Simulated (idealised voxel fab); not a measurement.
voxel ribs on slabs: a process module
Displayed cross-section: cut, width of 260 nm, square cells sized 5 nm.
Format of a cross-section: grid, square cells. Given as bands. Order: top down. Band: one or more rows of cells.
The entry gives the band's vertical extent as a top height and a bottom height in nm, then its horizontal make-up as materials from left to right, each with a width in nm. "blank" stands for empty space; a single material marked "full width" fills the band edge to edge.
A quick word on heights: they are counted from 0, and under that level the wafer as it came to us is one material throughout. The lowest band is different from the rest in having no bottom; it simply continues downward, written as in "0 and below".
The notation "30..40" denotes a width that varies across the rows of cells in the band, beginning at the first number in the top row, finishing at the second number in the bottom row, and changing by an identical amount from each row to the next.
Step note "no alteration" = no cross-section cell changed.
"Enclosed empty spaces" contains a list of empty spaces, each no smaller than 8 cells and without an open way to the top, written in the form width x height at distance with the distance from the left edge and all three in nm.
On a step's line, text after the settings is the simulator commenting on that step.
The "overlay nm" setting may appear on a step's line; for a step that uses a mask, it gives how far to the right of its planned position the mask lay, and a negative value indicates the left.
## Process steps - plan
1 RECEIVE [material Si]
2 DIRECTIONAL_DEP [material SiO2] [thk nm 30]
3 DIRECTIONAL_DEP [material SiN] [thk nm 15]
4 PATTERN [tone cover] [mask id RIB] [material resist] [width nm 20] [thk nm 15] [overlay nm 0]
5 DIRECTIONAL_ETCH [etch materials SiN] [depth nm 10]
6 STRIP [etch materials resist]
7 PATTERN [tone cover] [mask id SLAB] [material resist] [width nm 50] [thk nm 20] [overlay nm 0]
8 DIRECTIONAL_ETCH [etch materials SiN] [depth nm 5]
9 STRIP [etch materials resist]
10 FILL_DEP [material SiO2] [thk nm 20]
11 CMP [height nm 60]
12 DIRECTIONAL_DEP [material W] [thk nm 5]
13 PATTERN [tone cover] [mask id HEATER] [material resist] [width nm 30] [thk nm 20] [overlay nm 0]
14 DIRECTIONAL_ETCH [etch materials W] [depth nm 5]
15 STRIP [etch materials resist]
16 CONFORMAL_DEP [material SiN] [thk nm 10]
## Cross-section of the wafer as it came to us, i.e., already through step 1
  0 and below | Si full width
  Enclosed empty spaces: none
## What the wafer looks like in cross-section after this module, when it starts as shown above and follows the plan above but one mistake is made in running it
  75 down to 70 | blank=105 / SiN=50 / blank=105
  70 down to 65 | SiN full width
  65 down to 60 | SiN=115 / W=30 / SiN=115
  60 down to 50 | SiO2=120 / SiN=20 / SiO2=120
  50 down to 45 | SiO2=105 / SiN=50 / SiO2=105
  45 down to 30 | SiN full width
  30 down to 0 | SiO2 full width
  0 and below | Si full width
  Enclosed empty spaces: none
Deviation from plan: plan step 3 was conducted twice
